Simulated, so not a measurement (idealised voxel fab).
Name of the process module below: voxel ribs on slabs
Displayed cross-section: cut, width of 290 nm, square cells sized 5 nm.
Cross-section spec: square-cell grid; bands listed top down; each band is one or more rows.
Within each band entry, the heights of the top and of the bottom of the band appear first, in that order and in nm; the materials of the band then follow from left to right, each with its corresponding width in nm. The designation "edge to edge" on a single material indicates that it fills the band from edge to edge; the designation "blank" indicates empty space.
The level at which height equals 0 is the one under which the wafer, as it arrives, is entirely one material. No lower edge exists for the bottom band, which continues downward and is notated as in "0 down".
Width: "30 to 40" (first number = top row, second number = bottom row, same change from row to row of cells).
The designation "same as before", where it is given for a processing step, indicates that no cell of the cross-section was altered in the course of that step.
The entry titled "Trapped void list" provides the empty spaces that have no open way to the top, restricted to those of 8 cells or more. Each is presented as width x height at distance, the distance being measured from the left edge, with all three in nm.
Whatever follows a step's settings on its line is a remark the simulator itself makes about that step.
overlay nm: mask right of planned place by this much (step with mask). Neg. = left.
# Planned step list for the process
step 1: RECEIVE with material Si
step 2: DIRECTIONAL_DEP with material SiO2, thk nm 20
step 3: DIRECTIONAL_DEP with material polySi, thk nm 15
step 4: DIRECTIONAL_DEP with material aC, thk nm 15
step 5: PATTERN with tone cover, mask id RIB, material resist, width nm 15, thk nm 30, overlay nm 0
step 6: DIRECTIONAL_ETCH with etch materials aC, depth nm 15
step 7: STRIP with etch materials resist
step 8: DIRECTIONAL_ETCH with etch materials polySi, depth nm 10
step 9: STRIP with etch materials aC
step 10: MASKED_ETCH with tone cover, mask id SLAB, width nm 45, etch materials polySi, depth nm 5, overlay nm 0
step 11: FILL_DEP with material SiO2, thk nm 25
step 12: CMP with height nm 55
step 13: DIRECTIONAL_DEP with material W, thk nm 10
step 14: DIRECTIONAL_DEP with material aC, thk nm 15
step 15: PATTERN with tone cover, mask id HEATER, material resist, width nm 25, thk nm 30, overlay nm 0
step 16: DIRECTIONAL_ETCH with etch materials aC, depth nm 15
step 17: STRIP with etch materials resist
step 18: DIRECTIONAL_ETCH with etch materials W, depth nm 10
step 19: STRIP with etch materials aC
step 20: CONFORMAL_DEP with material SiN, thk nm 5
# Cross-section of the wafer at receipt, which is the condition after step 1
* 0 down  Si edge to edge
* Trapped void list: none
# first wafer at the end, as planned
* 70 to 65  125 nm blank, 35 nm SiN, 130 nm blank
* 65 to 60  125 nm blank, 5 nm SiN, 25 nm W, 5 nm SiN, 130 nm blank
* 60 to 55  130 nm SiN, 25 nm W, 135 nm SiN
* 55 to 35  SiO2 edge to edge
* 35 to 25  135 nm SiO2, 15 nm polySi, 140 nm SiO2
* 25 to 20  120 nm SiO2, 45 nm polySi, 125 nm SiO2
* 20 to 0  SiO2 edge to edge
* 0 down  Si edge to edge
* Trapped void list: none
# Presented here is a cross-section of the second of the two wafers as it stood at the end of the module. It was started in the same manner and assigned the same plan as the first wafer; however, one mistake was made in its execution
* 70 to 65  125 nm blank, 35 nm SiN, 130 nm blank
* 65 to 60  125 nm blank, 5 nm SiN, 25 nm W, 5 nm SiN, 130 nm blank
* 60 to 55  130 nm SiN, 25 nm W, 135 nm SiN
* 55 to 50  SiO2 edge to edge
* 50 to 40  135 nm SiO2, 15 nm polySi, 140 nm SiO2
* 40 to 35  120 nm SiO2, 45 nm polySi, 125 nm SiO2
* 35 to 20  polySi edge to edge
* 20 to 0  SiO2 edge to edge
* 0 down  Si edge to edge
* Trapped void list: none
Plan not followed: twice over, step 3 of the plan was run
Looking at both finished wafers in cells, the second ends up ahead of or behind the first on some materials: SiO2: 174 fewer; polySi: 174 more
